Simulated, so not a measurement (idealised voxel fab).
process module | voxel trench capacitor
cross-section cut | 160 nm wide | cells 5 nm
A cross-section is a grid of square cells, given in bands from the top down. A band is one or more rows of cells.
Each band's line starts with the height of the band's top and of its bottom, in nm. Then come its materials from left to right, each with its width in nm. One material with "throughout" fills the band from edge to edge. "air" is empty space.
Height 0 is the level under which the wafer as received is all one material. The lowest band goes on downwards, as in "0 down".
A width such as "30 to 40" changes by the same amount from each row of cells to the next, from the band's top row to its bottom row.
"no change" after a step means that no cell of the cross-section changed.
closed voids: empty space of 8 cells or more with no open way to the top, each as width x height at its distance from the left edge, in nm
after a step's settings: what the simulator itself notes on the step
overlay nm, on a step with a mask: how far to the right of its planned place the mask lay; to the left if negative
plan
1 op RECEIVE | material Si
2 op CONFORMAL_DEP | material SiN | thk nm 10
3 op MASKED_ETCH | tone open | mask id TRENCH | width nm 20 | pitch nm 35 | etch materials SiN | depth nm 10 | overlay nm 0
4 op MASKED_ETCH | tone open | mask id TRENCH | width nm 20 | pitch nm 35 | etch materials Si | depth nm 35 | overlay nm 0
5 op CONFORMAL_DEP | material SiO2 | thk nm 5
6 op FILL_DEP | material polySi | thk nm 10
7 op CMP | height nm 10
as received, after step 1
  0 down: Si throughout
  closed voids: none
first wafer at the end, as planned
  10 to 0: SiN 35 | SiO2 5 | polySi 10 | SiO2 5 | SiN 15 | SiO2 5 | polySi 10 | SiO2 5 | SiN 15 | SiO2 5 | polySi 10 | SiO2 5 | SiN 35
  0 to -30: Si 35 | SiO2 5 | polySi 10 | SiO2 5 | Si 15 | SiO2 5 | polySi 10 | SiO2 5 | Si 15 | SiO2 5 | polySi 10 | SiO2 5 | Si 35
  -30 to -35: Si 35 | SiO2 20 | Si 15 | SiO2 20 | Si 15 | SiO2 20 | Si 35
  -35 down: Si throughout
  closed voids: none
second wafer at the end: like start, like plan, one mistake
  10 to 0: SiN 35 | SiO2 5 | polySi 10 to 5 | SiO2 5 to 10 | SiN 15 | SiO2 5 | polySi 10 to 5 | SiO2 5 to 10 | SiN 15 | SiO2 5 | polySi 10 to 5 | SiO2 5 to 10 | SiN 35
  0 to -30: Si 35 | SiO2 5 | polySi 5 | SiO2 5 | Si 20 | SiO2 5 | polySi 5 | SiO2 5 | Si 20 | SiO2 5 | polySi 5 | SiO2 5 | Si 40
  -30 to -35: Si 35 | SiO2 15 | Si 20 | SiO2 15 | Si 20 | SiO2 15 | Si 40
  -35 down: Si throughout
  closed voids: none
what went wrong: step 4 ran as: op MASKED_ETCH | tone open | mask id TRENCH | width nm 20 | pitch nm 35 | etch materials Si | depth nm 35 | overlay nm -5
at the end the second wafer has, in cells: 21 more of Si | 21 fewer of polySi
